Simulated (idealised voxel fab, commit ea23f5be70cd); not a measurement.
Process module in this document: voxel self aligned contacts
Section shown: cut. Width: 250 nm. Cell size: 5 nm, square.
We lay out every cross-section as a grid of square cells and spell it out in bands from the top down, where one band means one or more rows of cells. It is stipulated that each band's entry specify, in nanometres, the height of the top of the band and then that of its bottom, followed by the materials of the band in left-to-right sequence, each together with its width in nanometres. A single material marked by the word "everywhere" is understood to fill the band from edge to edge; the word "air" is understood to denote empty space. The level at which height equals 0 is the one under which the wafer, as it arrives, is entirely one material. No lower edge exists for the bottom band, which continues downward and is notated as in "top 0, no bottom". So if you see something like "30->40" for the width, read it as the top row of the band sitting at the first number and the bottom row at the second, with every row in between moving by the same amount as the last. "nothing got changed", as given for a step, is the statement that not any cell of the cross-section underwent a change during that step. Look at "Unvented voids" for the closed voids: empty spaces with no open path to the top, sized 8 cells or up. Each is width x height at distance, distance from the left edge, all nm. On each step's line, the part that comes after the settings is the simulator's own comment on the step. For masked steps, "overlay nm" on the step line gives how far right of plan the mask actually lay; a minus sign means it lay to the left.

Steps planned for the process:
1) RECEIVE, material Si
2) OXIDIZE, depth nm 5
3) DIRECTIONAL_DEP, material polySi, thk nm 30
4) DIRECTIONAL_DEP, material SiN, thk nm 20
5) PATTERN, tone cover, mask id GATE, material resist, width nm 25, pitch nm 60, thk nm 15, overlay nm 0
6) DIRECTIONAL_ETCH, etch materials SiN, depth nm 20
7) DIRECTIONAL_ETCH, etch materials polySi, depth nm 30
8) STRIP, etch materials resist
9) CONFORMAL_DEP, material SiN, thk nm 10
10) DIRECTIONAL_ETCH, etch materials SiN, depth nm 10
11) FILL_DEP, material SiO2, thk nm 10
12) CMP, height nm 55
13) DIRECTIONAL_DEP, material aC, thk nm 15
14) PATTERN, tone open, mask id CONTACT, material resist, width nm 45, thk nm 35, overlay nm 0
15) DIRECTIONAL_ETCH, etch materials aC, depth nm 15
16) STRIP, etch materials resist
17) DIRECTIONAL_ETCH, etch materials SiO2, depth nm 60
18) STRIP, etch materials aC
19) CONFORMAL_DEP, material TiN, thk nm 5
20) FILL_DEP, material W, thk nm 10
21) CMP, height nm 55
22) CONFORMAL_DEP, material SiCN, thk nm 5

Run as planned: first of two wafers:

As-received state of the wafer in cross-section, equivalent to post-step 1:
> top 0, no bottom: Si everywhere
> Unvented voids: none

So this is the wafer cross-section right after step 2:
> top 0, bottom -5: SiO2 everywhere
> Under -5: no change, same as before.

So this is the wafer cross-section right after step 3:
> top 30, bottom 0: polySi everywhere
> Under 0: no change, same as before.

So this is the wafer cross-section right after step 4:
> top 50, bottom 30: SiN everywhere
> Under 30: no change, same as before.

So this is the wafer cross-section right after step 5:
> top 65, bottom 50: air 80 nm | resist 25 nm | air 35 nm | resist 25 nm | air 85 nm
> Under 50: no change, same as before.

So this is the wafer cross-section right after step 6:
> top 65, bottom 50: air 80 nm | resist 25 nm | air 35 nm | resist 25 nm | air 85 nm
> top 50, bottom 30: air 80 nm | SiN 25 nm | air 35 nm | SiN 25 nm | air 85 nm
> Under 30: no change, same as before.

So this is the wafer cross-section right after step 7:
> top 65, bottom 50: air 80 nm | resist 25 nm | air 35 nm | resist 25 nm | air 85 nm
> top 50, bottom 30: air 80 nm | SiN 25 nm | air 35 nm | SiN 25 nm | air 85 nm
> top 30, bottom 0: air 80 nm | polySi 25 nm | air 35 nm | polySi 25 nm | air 85 nm
> Under 0: no change, same as before.

So this is the wafer cross-section right after step 8:
> top 50, bottom 30: air 80 nm | SiN 25 nm | air 35 nm | SiN 25 nm | air 85 nm
> Under 30: no change, same as before.

So this is the wafer cross-section right after step 9:
> top 60, bottom 30: air 70 nm | SiN 45 nm | air 15 nm | SiN 45 nm | air 75 nm
> top 30, bottom 10: air 70 nm | SiN 10 nm | polySi 25 nm | SiN 10 nm | air 15 nm | SiN 10 nm | polySi 25 nm | SiN 10 nm | air 75 nm
> top 10, bottom 0: SiN 80 nm | polySi 25 nm | SiN 35 nm | polySi 25 nm | SiN 85 nm
> Under 0: no change, same as before.

So this is the wafer cross-section right after step 10:
> top 50, bottom 30: air 70 nm | SiN 45 nm | air 15 nm | SiN 45 nm | air 75 nm
> top 30, bottom 0: air 70 nm | SiN 10 nm | polySi 25 nm | SiN 10 nm | air 15 nm | SiN 10 nm | polySi 25 nm | SiN 10 nm | air 75 nm
> Under 0: no change, same as before.

So this is the wafer cross-section right after step 11:
> top 60, bottom 50: SiO2 everywhere
> top 50, bottom 30: SiO2 70 nm | SiN 45 nm | SiO2 15 nm | SiN 45 nm | SiO2 75 nm
> top 30, bottom 0: SiO2 70 nm | SiN 10 nm | polySi 25 nm | SiN 10 nm | SiO2 15 nm | SiN 10 nm | polySi 25 nm | SiN 10 nm | SiO2 75 nm
> Under 0: no change, same as before.

So this is the wafer cross-section right after step 12:
> top 55, bottom 50: SiO2 everywhere
> Under 50: no change, same as before.

So this is the wafer cross-section right after step 13:
> top 70, bottom 55: aC everywhere
> Under 55: no change, same as before.

So this is the wafer cross-section right after step 14:
> top 105, bottom 70: resist 100 nm | air 45 nm | resist 105 nm
> Under 70: no change, same as before.

So this is the wafer cross-section right after step 15:
> top 90, bottom 70: resist 100 nm | air 45 nm | resist 105 nm
> top 70, bottom 55: aC 100 nm | air 45 nm | aC 105 nm
> Under 55: no change, same as before.

So this is the wafer cross-section right after step 16:
> top 70, bottom 55: aC 100 nm | air 45 nm | aC 105 nm
> Under 55: no change, same as before.

So this is the wafer cross-section right after step 17:
> top 70, bottom 55: aC 100 nm | air 45 nm | aC 105 nm
> top 55, bottom 50: SiO2 100 nm | air 45 nm | SiO2 105 nm
> top 50, bottom 30: SiO2 70 nm | SiN 45 nm | air 15 nm | SiN 45 nm | SiO2 75 nm
> top 30, bottom 0: SiO2 70 nm | SiN 10 nm | polySi 25 nm | SiN 10 nm | air 15 nm | SiN 10 nm | polySi 25 nm | SiN 10 nm | SiO2 75 nm
> top 0, bottom -5: SiO2 115 nm | air 15 nm | SiO2 120 nm
> Under -5: no change, same as before.

So this is the wafer cross-section right after step 18:
> top 55, bottom 50: SiO2 100 nm | air 45 nm | SiO2 105 nm
> Under 50: no change, same as before.

So this is the wafer cross-section right after step 19:
> top 60, bottom 55: TiN 105 nm | air 35 nm | TiN 110 nm
> top 55, bottom 50: SiO2 100 nm | TiN 20 nm | air 5 nm | TiN 20 nm | SiO2 105 nm
> top 50, bottom 30: SiO2 70 nm | SiN 45 nm | TiN 5 nm | air 5 nm | TiN 5 nm | SiN 45 nm | SiO2 75 nm
> top 30, bottom 0: SiO2 70 nm | SiN 10 nm | polySi 25 nm | SiN 10 nm | TiN 5 nm | air 5 nm | TiN 5 nm | SiN 10 nm | polySi 25 nm | SiN 10 nm | SiO2 75 nm
> top 0, bottom -5: SiO2 115 nm | TiN 15 nm | SiO2 120 nm
> Under -5: no change, same as before.

So this is the wafer cross-section right after step 20:
> top 70, bottom 60: W everywhere
> top 60, bottom 55: TiN 105 nm | W 35 nm | TiN 110 nm
> top 55, bottom 50: SiO2 100 nm | TiN 20 nm | W 5 nm | TiN 20 nm | SiO2 105 nm
> top 50, bottom 30: SiO2 70 nm | SiN 45 nm | TiN 5 nm | W 5 nm | TiN 5 nm | SiN 45 nm | SiO2 75 nm
> top 30, bottom 0: SiO2 70 nm | SiN 10 nm | polySi 25 nm | SiN 10 nm | TiN 5 nm | W 5 nm | TiN 5 nm | SiN 10 nm | polySi 25 nm | SiN 10 nm | SiO2 75 nm
> Under 0: no change, same as before.

So this is the wafer cross-section right after step 21:
> top 55, bottom 50: SiO2 100 nm | TiN 20 nm | W 5 nm | TiN 20 nm | SiO2 105 nm
> Under 50: no change, same as before.

So this is the wafer cross-section right after step 22:
> top 60, bottom 55: SiCN everywhere
> Under 55: no change, same as before.

The Second Wafer: Common Origin and Plan, One Mistake in Execution, Identical to the First Through Step 18:

Cross-section of the second wafer at the time step 19 of the plan should have ended:
> top 60, bottom 55: SiCN 105 nm | air 35 nm | SiCN 110 nm
> top 55, bottom 50: SiO2 100 nm | SiCN 20 nm | air 5 nm | SiCN 20 nm | SiO2 105 nm
> top 50, bottom 30: SiO2 70 nm | SiN 45 nm | SiCN 5 nm | air 5 nm | SiCN 5 nm | SiN 45 nm | SiO2 75 nm
> top 30, bottom 0: SiO2 70 nm | SiN 10 nm | polySi 25 nm | SiN 10 nm | SiCN 5 nm | air 5 nm | SiCN 5 nm | SiN 10 nm | polySi 25 nm | SiN 10 nm | SiO2 75 nm
> top 0, bottom -5: SiO2 115 nm | SiCN 15 nm | SiO2 120 nm
> Under -5: no change, same as before.

Cross-section of the second wafer at the time step 20 of the plan should have ended:
> top 70, bottom 60: W everywhere
> top 60, bottom 55: SiCN 105 nm | W 35 nm | SiCN 110 nm
> top 55, bottom 50: SiO2 100 nm | SiCN 20 nm | W 5 nm | SiCN 20 nm | SiO2 105 nm
> top 50, bottom 30: SiO2 70 nm | SiN 45 nm | SiCN 5 nm | W 5 nm | SiCN 5 nm | SiN 45 nm | SiO2 75 nm
> top 30, bottom 0: SiO2 70 nm | SiN 10 nm | polySi 25 nm | SiN 10 nm | SiCN 5 nm | W 5 nm | SiCN 5 nm | SiN 10 nm | polySi 25 nm | SiN 10 nm | SiO2 75 nm
> Under 0: no change, same as before.

Cross-section of the second wafer at the time step 21 of the plan should have ended:
> top 55, bottom 50: SiO2 100 nm | SiCN 20 nm | W 5 nm | SiCN 20 nm | SiO2 105 nm
> Under 50: no change, same as before.

Cross-section of the second wafer at the time step 22 of the plan should have ended:
> top 60, bottom 55: SiCN everywhere
> Under 55: no change, same as before.
Processing error: heads up, step 19 didn't go per plan, it actually ran as CONFORMAL_DEP, material SiCN, thk nm 5
End of process, cell counts, second wafer against first, materials with more or fewer: 31 more of SiCN | 31 fewer of TiN
